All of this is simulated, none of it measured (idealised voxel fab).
Presented below is a process module, voxel ribs on slabs.
The cross-section on display is named cut; it measures 145 nm wide, and its cells are 5 nm squares.
Format of a cross-section: grid, square cells. Given as bands. Order: top down. Band: one or more rows of cells. Heads up on the band format: heights come first, top then bottom, in nm. After that it's the materials left to right, each with its width in nm. A single material flagged "all across" fills the whole band edge to edge, and "empty" means there's empty space there. Beneath 0, the wafer as received is one material, and that level is where height counting begins. The lowest band goes on downward without a bottom; it is written like "z 0 and below". Width spec "30->40" -> top row of cells at first value, bottom row at second value, equal per-row change in between. Step note "nothing changed" = no cross-section cell changed. Heads up: "Closed voids list" only lists the empty pockets with no open path to the top that are 8 cells or more, and it writes them as width x height at distance, distance from the left edge, in nm. Whatever follows a step's settings on its line is a remark the simulator itself makes about that step. For masked steps, "overlay nm" on the step line gives how far right of plan the mask actually lay; a minus sign means it lay to the left.
### Steps in the process plan
| 1 | op RECEIVE | material Si |
| 2 | op DIRECTIONAL_DEP | material SiO2 | thk nm 25 |
| 3 | op DIRECTIONAL_DEP | material polySi | thk nm 25 |
| 4 | op PATTERN | tone cover | mask id RIB | material resist | width nm 20 | thk nm 15 | overlay nm 0 |
| 5 | op DIRECTIONAL_ETCH | etch materials polySi | depth nm 15 |
| 6 | op STRIP | etch materials resist |
| 7 | op MASKED_ETCH | tone cover | mask id SLAB | width nm 80 | etch materials polySi | depth nm 10 | overlay nm 0 |
| 8 | op FILL_DEP | material SiO2 | thk nm 15 |
| 9 | op CMP | height nm 60 |
| 10 | op DIRECTIONAL_DEP | material TiN | thk nm 5 |
| 11 | op PATTERN | tone cover | mask id HEATER | material resist | width nm 30 | thk nm 20 | overlay nm 0 |
| 12 | op DIRECTIONAL_ETCH | etch materials TiN | depth nm 5 |
| 13 | op STRIP | etch materials resist |
| 14 | op CONFORMAL_DEP | material SiN | thk nm 5 |
### Wafer at receipt (post step 1), cross-section
    z 0 and below: Si all across
    Closed voids list: none
### Module complete, cross-section. Starting point and plan per above. One mistake made in running the module
    z 70 to 65: empty (50) | SiN (40) | empty (55)
    z 65 to 60: SiN (55) | TiN (30) | SiN (60)
    z 60 to 50: SiO2 all across
    z 50 to 35: SiO2 (60) | polySi (20) | SiO2 (65)
    z 35 to 25: SiO2 (25) | polySi (90) | SiO2 (30)
    z 25 to 0: SiO2 all across
    z 0 and below: Si all across
    Closed voids list: none
It is concluded that the wafer was processed incorrectly with respect to the plan, in that for step 7, the planned setting was not used; the step was instead run as op MASKED_ETCH | tone cover | mask id SLAB | width nm 90 | etch materials polySi | depth nm 10 | overlay nm 0
